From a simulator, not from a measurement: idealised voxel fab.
You're looking at the process module voxel capacitor over wiring.
Section shown: cut. Width: 240 nm. Cell size: 5 nm, square.
Throughout this document, each cross-section is represented as a grid of square cells and is presented as a sequence of bands enumerated from the top downward, where a band comprises one or more rows of cells. Heights first: top, then bottom, in nm. Then materials, left to right, each with a width in nm. "throughout" on a single material: fills the band edge to edge. "empty": empty space. Heights are reckoned from 0. Under this level, the received wafer is all of one material. The bottommost band is open-ended downward, for example "0 down". Width "30->40": first value at the band's top row of cells, second value at its bottom row, equal change from row to row. Basically "everything unchanged" means that step didn't change any cell in the cross-section. "Closed internal voids" means: voids of 8 cells or more that are shut off from the top with no open way through. Written width x height at distance, distance from the left edge, in nm. Past the settings on a step's line: simulator remark, on that step. "overlay nm", when on a step's line for a step with a mask, measures how far to the right of its planned place the mask lay; a negative measure means to the left.
**Planned process steps**
- 1: RECEIVE | material Si
- 2: CONFORMAL_DEP | material SiO2 | thk nm 15
- 3: DIRECTIONAL_DEP | material TiN | thk nm 5
- 4: DIRECTIONAL_DEP | material W | thk nm 25
- 5: PATTERN | tone cover | mask id METAL_1 | material resist | width nm 25 | pitch nm 90 | thk nm 20 | overlay nm 0
- 6: DIRECTIONAL_ETCH | etch materials W | depth nm 25
- 7: DIRECTIONAL_ETCH | etch materials TiN | depth nm 5
- 8: STRIP | etch materials resist
- 9: CONFORMAL_DEP | material SiN | thk nm 5
- 10: FILL_DEP | material lowk | thk nm 5
- 11: CMP | height nm 45
- 12: CONFORMAL_DEP | material SiCN | thk nm 5
- 13: DIRECTIONAL_DEP | material SiO2 | thk nm 15
- 14: DIRECTIONAL_DEP | material aC | thk nm 15
- 15: PATTERN | tone open | mask id PLUG_1 | material resist | width nm 15 | thk nm 30 | overlay nm 0
- 16: DIRECTIONAL_ETCH | etch materials aC | depth nm 15
- 17: STRIP | etch materials resist
- 18: DIRECTIONAL_ETCH | etch materials SiO2 | depth nm 15
- 19: DIRECTIONAL_ETCH | etch materials SiCN | depth nm 5
- 20: STRIP | etch materials aC
- 21: CONFORMAL_DEP | material TiN | thk nm 5
- 22: FILL_DEP | material Ru | thk nm 10
- 23: CMP | height nm 65
- 24: DIRECTIONAL_DEP | material TiN | thk nm 5
- 25: DIRECTIONAL_DEP | material Al2O3 | thk nm 5
- 26: DIRECTIONAL_DEP | material TiN | thk nm 5
- 27: DIRECTIONAL_DEP | material aC | thk nm 10
- 28: PATTERN | tone cover | mask id UPPER_PLATE | material resist | width nm 70 | thk nm 25 | overlay nm 0
- 29: DIRECTIONAL_ETCH | etch materials aC | depth nm 10
- 30: STRIP | etch materials resist
- 31: DIRECTIONAL_ETCH | etch materials TiN | depth nm 5
- 32: DIRECTIONAL_ETCH | etch materials Al2O3 | depth nm 5
- 33: STRIP | etch materials aC
- 34: PATTERN | tone cover | mask id LOWER_PLATE | material resist | width nm 80 | thk nm 15 | overlay nm 0
- 35: DIRECTIONAL_ETCH | etch materials TiN | depth nm 5
- 36: STRIP | etch materials resist
- 37: FILL_DEP | material SiO2 | thk nm 15
- 38: CMP | height nm 90
- 39: PATTERN | tone open | mask id PLUG_2 | material resist | width nm 15 | thk nm 15 | overlay nm 0
- 40: DIRECTIONAL_ETCH | etch materials SiO2 | depth nm 10
- 41: STRIP | etch materials resist
- 42: CONFORMAL_DEP | material TiN | thk nm 5
- 43: FILL_DEP | material Ru | thk nm 5
- 44: CMP | height nm 90
- 45: CONFORMAL_DEP | material SiN | thk nm 5
**First of the two wafers, run per plan**
**Cross-sectional view of the wafer in its as-received condition, corresponding to the state after step 1**
	0 down = Si throughout
	Closed internal voids: none
**How the wafer stands in section after step 2**
	15 to 0 = SiO2 throughout
	below 0: unchanged
**How the wafer stands in section after step 3**
	20 to 15 = TiN throughout
	below 15: unchanged
**How the wafer stands in section after step 4**
	45 to 20 = W throughout
	below 20: unchanged
**How the wafer stands in section after step 5**
	65 to 45 = empty (60), then resist (25), then empty (65), then resist (25), then empty (65)
	below 45: unchanged
**How the wafer stands in section after step 6**
	65 to 45 = empty (60), then resist (25), then empty (65), then resist (25), then empty (65)
	45 to 20 = empty (60), then W (25), then empty (65), then W (25), then empty (65)
	below 20: unchanged
**How the wafer stands in section after step 7**
	65 to 45 = empty (60), then resist (25), then empty (65), then resist (25), then empty (65)
	45 to 20 = empty (60), then W (25), then empty (65), then W (25), then empty (65)
	20 to 15 = empty (60), then TiN (25), then empty (65), then TiN (25), then empty (65)
	below 15: unchanged
**How the wafer stands in section after step 8**
	45 to 20 = empty (60), then W (25), then empty (65), then W (25), then empty (65)
	below 20: unchanged
**How the wafer stands in section after step 9**
	50 to 45 = empty (55), then SiN (35), then empty (55), then SiN (35), then empty (60)
	45 to 20 = empty (55), then SiN (5), then W (25), then SiN (5), then empty (55), then SiN (5), then W (25), then SiN (5), then empty (60)
	20 to 15 = SiN (60), then TiN (25), then SiN (65), then TiN (25), then SiN (65)
	below 15: unchanged
**How the wafer stands in section after step 10**
	55 to 50 = lowk throughout
	50 to 45 = lowk (55), then SiN (35), then lowk (55), then SiN (35), then lowk (60)
	45 to 20 = lowk (55), then SiN (5), then W (25), then SiN (5), then lowk (55), then SiN (5), then W (25), then SiN (5), then lowk (60)
	below 20: unchanged
**How the wafer stands in section after step 11**
	45 to 20 = lowk (55), then SiN (5), then W (25), then SiN (5), then lowk (55), then SiN (5), then W (25), then SiN (5), then lowk (60)
	below 20: unchanged
**How the wafer stands in section after step 12**
	50 to 45 = SiCN throughout
	below 45: unchanged
**How the wafer stands in section after step 13**
	65 to 50 = SiO2 throughout
	below 50: unchanged
**How the wafer stands in section after step 14**
	80 to 65 = aC throughout
	below 65: unchanged
**How the wafer stands in section after step 15**
	110 to 80 = resist (70), then empty (15), then resist (155)
	below 80: unchanged
**How the wafer stands in section after step 16**
	95 to 80 = resist (70), then empty (15), then resist (155)
	80 to 65 = aC (70), then empty (15), then aC (155)
	below 65: unchanged
**How the wafer stands in section after step 17**
	80 to 65 = aC (70), then empty (15), then aC (155)
	below 65: unchanged
**How the wafer stands in section after step 18**
	80 to 65 = aC (70), then empty (15), then aC (155)
	65 to 50 = SiO2 (70), then empty (15), then SiO2 (155)
	below 50: unchanged
**How the wafer stands in section after step 19**
	80 to 65 = aC (70), then empty (15), then aC (155)
	65 to 50 = SiO2 (70), then empty (15), then SiO2 (155)
	50 to 45 = SiCN (70), then empty (15), then SiCN (155)
	below 45: unchanged
**How the wafer stands in section after step 20**
	65 to 50 = SiO2 (70), then empty (15), then SiO2 (155)
	below 50: unchanged
**How the wafer stands in section after step 21**
	70 to 65 = TiN (75), then empty (5), then TiN (160)
	65 to 50 = SiO2 (70), then TiN (5), then empty (5), then TiN (5), then SiO2 (155)
	50 to 45 = SiCN (70), then TiN (15), then SiCN (155)
	below 45: unchanged
**How the wafer stands in section after step 22**
	80 to 70 = Ru throughout
	70 to 65 = TiN (75), then Ru (5), then TiN (160)
	65 to 50 = SiO2 (70), then TiN (5), then Ru (5), then TiN (5), then SiO2 (155)
	below 50: unchanged
**How the wafer stands in section after step 23**
	65 to 50 = SiO2 (70), then TiN (5), then Ru (5), then TiN (5), then SiO2 (155)
	below 50: unchanged
**How the wafer stands in section after step 24**
	70 to 65 = TiN throughout
	below 65: unchanged
**How the wafer stands in section after step 25**
	75 to 70 = Al2O3 throughout
	below 70: unchanged
**How the wafer stands in section after step 26**
	80 to 75 = TiN throughout
	below 75: unchanged
**How the wafer stands in section after step 27**
	90 to 80 = aC throughout
	below 80: unchanged
**How the wafer stands in section after step 28**
	115 to 90 = empty (70), then resist (70), then empty (100)
	below 90: unchanged
**How the wafer stands in section after step 29**
	105 to 90 = empty (70), then resist (70), then empty (100)
	90 to 80 = empty (70), then aC (70), then empty (100)
	below 80: unchanged
**How the wafer stands in section after step 30**
	90 to 80 = empty (70), then aC (70), then empty (100)
	below 80: unchanged
**How the wafer stands in section after step 31**
	90 to 80 = empty (70), then aC (70), then empty (100)
	80 to 75 = empty (70), then TiN (70), then empty (100)
	below 75: unchanged
**How the wafer stands in section after step 32**
	90 to 80 = empty (70), then aC (70), then empty (100)
	80 to 75 = empty (70), then TiN (70), then empty (100)
	75 to 70 = empty (70), then Al2O3 (70), then empty (100)
	below 70: unchanged
**How the wafer stands in section after step 33**
	80 to 75 = empty (70), then TiN (70), then empty (100)
	below 75: unchanged
**How the wafer stands in section after step 34**
	95 to 80 = empty (65), then resist (80), then empty (95)
	80 to 75 = empty (65), then resist (5), then TiN (70), then resist (5), then empty (95)
	75 to 70 = empty (65), then resist (5), then Al2O3 (70), then resist (5), then empty (95)
	below 70: unchanged
**How the wafer stands in section after step 35**
	95 to 80 = empty (65), then resist (80), then empty (95)
	80 to 75 = empty (65), then resist (5), then TiN (70), then resist (5), then empty (95)
	75 to 70 = empty (65), then resist (5), then Al2O3 (70), then resist (5), then empty (95)
	70 to 65 = empty (65), then TiN (80), then empty (95)
	below 65: unchanged
**How the wafer stands in section after step 36**
	80 to 75 = empty (70), then TiN (70), then empty (100)
	75 to 70 = empty (70), then Al2O3 (70), then empty (100)
	below 70: unchanged
**How the wafer stands in section after step 37**
	95 to 80 = SiO2 throughout
	80 to 75 = SiO2 (70), then TiN (70), then SiO2 (100)
	75 to 70 = SiO2 (70), then Al2O3 (70), then SiO2 (100)
	70 to 65 = SiO2 (65), then TiN (80), then SiO2 (95)
	below 65: unchanged
**How the wafer stands in section after step 38**
	90 to 80 = SiO2 throughout
	below 80: unchanged
**How the wafer stands in section after step 39**
	105 to 90 = resist (80), then empty (15), then resist (145)
	below 90: unchanged
**How the wafer stands in section after step 40**
	105 to 90 = resist (80), then empty (15), then resist (145)
	90 to 80 = SiO2 (80), then empty (15), then SiO2 (145)
	below 80: unchanged
**How the wafer stands in section after step 41**
	90 to 80 = SiO2 (80), then empty (15), then SiO2 (145)
	below 80: unchanged
**How the wafer stands in section after step 42**
	95 to 90 = TiN (85), then empty (5), then TiN (150)
	90 to 85 = SiO2 (80), then TiN (5), then empty (5), then TiN (5), then SiO2 (145)
	85 to 75 = SiO2 (80->70), then TiN (15->70), then SiO2 (145->100)
	below 75: unchanged
**How the wafer stands in section after step 43**
	100 to 95 = Ru throughout
	95 to 90 = TiN (85), then Ru (5), then TiN (150)
	90 to 85 = SiO2 (80), then TiN (5), then Ru (5), then TiN (5), then SiO2 (145)
	below 85: unchanged
**How the wafer stands in section after step 44**
	90 to 85 = SiO2 (80), then TiN (5), then Ru (5), then TiN (5), then SiO2 (145)
	below 85: unchanged
**How the wafer stands in section after step 45**
	95 to 90 = SiN throughout
	below 90: unchanged
**Regarding the second of the two wafers: it shared the first wafer's starting condition and process plan, yet one error occurred during its execution. Its history coincides with that of the first wafer up to and including step 27**
**Cross-section of the second wafer at the time step 28 of the plan should have ended**
	115 to 90 = empty (65), then resist (80), then empty (95)
	below 90: unchanged
**Cross-section of the second wafer at the time step 29 of the plan should have ended**
	105 to 90 = empty (65), then resist (80), then empty (95)
	90 to 80 = empty (65), then aC (80), then empty (95)
	below 80: unchanged
**Cross-section of the second wafer at the time step 30 of the plan should have ended**
	90 to 80 = empty (65), then aC (80), then empty (95)
	below 80: unchanged
**Cross-section of the second wafer at the time step 31 of the plan should have ended**
	90 to 80 = empty (65), then aC (80), then empty (95)
	80 to 75 = empty (65), then TiN (80), then empty (95)
	below 75: unchanged
**Cross-section of the second wafer at the time step 32 of the plan should have ended**
	90 to 80 = empty (65), then aC (80), then empty (95)
	80 to 75 = empty (65), then TiN (80), then empty (95)
	75 to 70 = empty (65), then Al2O3 (80), then empty (95)
	below 70: unchanged
**Cross-section of the second wafer at the time step 33 of the plan should have ended**
	80 to 75 = empty (65), then TiN (80), then empty (95)
	below 75: unchanged
**Cross-section of the second wafer at the time step 34 of the plan should have ended**
	95 to 80 = empty (65), then resist (80), then empty (95)
	below 80: unchanged
**Cross-section of the second wafer at the time step 35 of the plan should have ended**
	95 to 80 = empty (65), then resist (80), then empty (95)
	80 to 75 = empty (65), then TiN (80), then empty (95)
	75 to 70 = empty (65), then Al2O3 (80), then empty (95)
	70 to 65 = empty (65), then TiN (80), then empty (95)
	below 65: unchanged
**Cross-section of the second wafer at the time step 36 of the plan should have ended**
	80 to 75 = empty (65), then TiN (80), then empty (95)
	below 75: unchanged
**Cross-section of the second wafer at the time step 37 of the plan should have ended**
	95 to 80 = SiO2 throughout
	80 to 75 = SiO2 (65), then TiN (80), then SiO2 (95)
	75 to 70 = SiO2 (65), then Al2O3 (80), then SiO2 (95)
	70 to 65 = SiO2 (65), then TiN (80), then SiO2 (95)
	below 65: unchanged
**Cross-section of the second wafer at the time step 38 of the plan should have ended**
	90 to 80 = SiO2 throughout
	below 80: unchanged
**Cross-section of the second wafer at the time step 39 of the plan should have ended**
	105 to 90 = resist (80), then empty (15), then resist (145)
	below 90: unchanged
**Cross-section of the second wafer at the time step 40 of the plan should have ended**
	105 to 90 = resist (80), then empty (15), then resist (145)
	90 to 80 = SiO2 (80), then empty (15), then SiO2 (145)
	below 80: unchanged
**Cross-section of the second wafer at the time step 41 of the plan should have ended**
	90 to 80 = SiO2 (80), then empty (15), then SiO2 (145)
	below 80: unchanged
**Cross-section of the second wafer at the time step 42 of the plan should have ended**
	95 to 90 = TiN (85), then empty (5), then TiN (150)
	90 to 85 = SiO2 (80), then TiN (5), then empty (5), then TiN (5), then SiO2 (145)
	85 to 75 = SiO2 (80->65), then TiN (15->80), then SiO2 (145->95)
	below 75: unchanged
**Cross-section of the second wafer at the time step 43 of the plan should have ended**
	100 to 95 = Ru throughout
	95 to 90 = TiN (85), then Ru (5), then TiN (150)
	90 to 85 = SiO2 (80), then TiN (5), then Ru (5), then TiN (5), then SiO2 (145)
	below 85: unchanged
**Cross-section of the second wafer at the time step 44 of the plan should have ended**
	90 to 85 = SiO2 (80), then TiN (5), then Ru (5), then TiN (5), then SiO2 (145)
	below 85: unchanged
**Cross-section of the second wafer at the time step 45 of the plan should have ended**
	95 to 90 = SiN throughout
	below 90: unchanged
Processing error: heads up, step 28 didn't go per plan, it actually ran as PATTERN | tone cover | mask id UPPER_PLATE | material resist | width nm 80 | thk nm 25 | overlay nm 0
FYI, end of process, the second wafer has more or fewer cells of some materials than the first: Al2O3 +2, SiO2 -4, TiN +2
